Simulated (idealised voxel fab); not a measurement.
You're looking at the process module voxel capacitor over wiring.
Displayed cross-section: cut, width of 175 nm, square cells sized 5 nm.
For the purposes of this document, a cross-section shall be understood as a grid of square cells, specified as bands listed in top-to-bottom order, each band consisting of one or more rows of cells. Basically the band line says how high the top is and how high the bottom is, in nm, and then what's in it from left to right, every material with its width in nm. Empty space shows up as "empty", and if a single material carries "edge to edge" it runs the full band edge to edge. Convention: height 0 is the level below which the wafer, as received, is all one material. The lowest band does not terminate at the bottom but continues downward, represented as "z 0 and below". Top row gets the first number, bottom row gets the second, and each row in between changes by the same step: that is how a band width like "30..40" works. Where a step carries "all unchanged", the cross-section came out of it unchanged, cell for cell. Voids not open to the top, 8 cells minimum: see "Closed-off voids". Written width x height at distance; distance is from the left edge; nm. Past the settings on a step's line: simulator remark, on that step. overlay nm: mask right of planned place by this much (step with mask). Neg. = left.

# plan
1: op RECEIVE | material Si
2: op CONFORMAL_DEP | material SiO2 | thk nm 10
3: op DIRECTIONAL_DEP | material TiN | thk nm 5
4: op DIRECTIONAL_DEP | material Ru | thk nm 20
5: op DIRECTIONAL_DEP | material aC | thk nm 15
6: op PATTERN | tone cover | mask id METAL_1 | material resist | width nm 25 | pitch nm 75 | thk nm 30 | overlay nm 0
7: op DIRECTIONAL_ETCH | etch materials aC | depth nm 15
8: op STRIP | etch materials resist
9: op DIRECTIONAL_ETCH | etch materials Ru | depth nm 20
10: op DIRECTIONAL_ETCH | etch materials TiN | depth nm 5
11: op STRIP | etch materials aC
12: op FILL_DEP | material lowk | thk nm 10
13: op CMP | height nm 35
14: op CONFORMAL_DEP | material SiCN | thk nm 5
15: op DIRECTIONAL_DEP | material SiO2 | thk nm 20
16: op DIRECTIONAL_DEP | material aC | thk nm 10
17: op PATTERN | tone open | mask id PLUG_1 | material resist | width nm 15 | thk nm 25 | overlay nm 0
18: op DIRECTIONAL_ETCH | etch materials aC | depth nm 10
19: op STRIP | etch materials resist
20: op DIRECTIONAL_ETCH | etch materials SiO2 | depth nm 20
21: op DIRECTIONAL_ETCH | etch materials SiCN | depth nm 5
22: op STRIP | etch materials aC
23: op EPI | material Ru | thk nm 10
24: op EPI | material Ru | thk nm 10
25: op EPI | material Ru | thk nm 5
26: op DIRECTIONAL_DEP | material TiN | thk nm 10
27: op DIRECTIONAL_DEP | material SiN | thk nm 5
28: op DIRECTIONAL_DEP | material TiN | thk nm 5
29: op PATTERN | tone cover | mask id UPPER_PLATE | material resist | width nm 55 | thk nm 15 | overlay nm 0
30: op DIRECTIONAL_ETCH | etch materials TiN | depth nm 5
31: op DIRECTIONAL_ETCH | etch materials SiN | depth nm 5
32: op STRIP | etch materials resist
33: op MASKED_ETCH | tone cover | mask id LOWER_PLATE | width nm 55 | etch materials TiN | depth nm 10 | overlay nm 0
34: op FILL_DEP | material SiO2 | thk nm 20
35: op CMP | height nm 95
36: op DIRECTIONAL_DEP | material aC | thk nm 10
37: op PATTERN | tone open | mask id PLUG_2 | material resist | width nm 15 | thk nm 30 | overlay nm 0
38: op DIRECTIONAL_ETCH | etch materials aC | depth nm 10
39: op STRIP | etch materials resist
40: op DIRECTIONAL_ETCH | etch materials SiO2 | depth nm 15
41: op STRIP | etch materials aC
42: op CONFORMAL_DEP | material TiN | thk nm 5
43: op FILL_DEP | material Cu | thk nm 5
44: op CMP | height nm 95
45: op CONFORMAL_DEP | material SiN | thk nm 5
What sets these wafers apart? The width nm at step 33. They all start alike, and the plan carries the first wafer's value.

# Incoming state of the first of several wafers in cross-section: after step 1
> z 0 and below | Si edge to edge
> Closed-off voids: none

# What follows is a table in which each wafer occupies a row; for the wafer as it stands at the close of the module, the row states, material by material, how many cells have been gained (+) or lost (-) since receipt, and then gives its closed voids
width nm 55 | +2 Cu | +55 Ru | +32 SiCN | +46 SiN | +390 SiO2 | +50 TiN | +125 lowk | Closed-off voids: none
width nm 60 | +2 Cu | +55 Ru | +32 SiCN | +46 SiN | +388 SiO2 | +52 TiN | +125 lowk | Closed-off voids: none
width nm 65 | +2 Cu | +55 Ru | +32 SiCN | +46 SiN | +386 SiO2 | +54 TiN | +125 lowk | Closed-off voids: none
width nm 70 | +2 Cu | +55 Ru | +32 SiCN | +46 SiN | +384 SiO2 | +56 TiN | +125 lowk | Closed-off voids: none
width nm 75 | +2 Cu | +55 Ru | +32 SiCN | +46 SiN | +382 SiO2 | +58 TiN | +125 lowk | Closed-off voids: none
width nm 80 | +2 Cu | +55 Ru | +32 SiCN | +46 SiN | +380 SiO2 | +60 TiN | +125 lowk | Closed-off voids: none
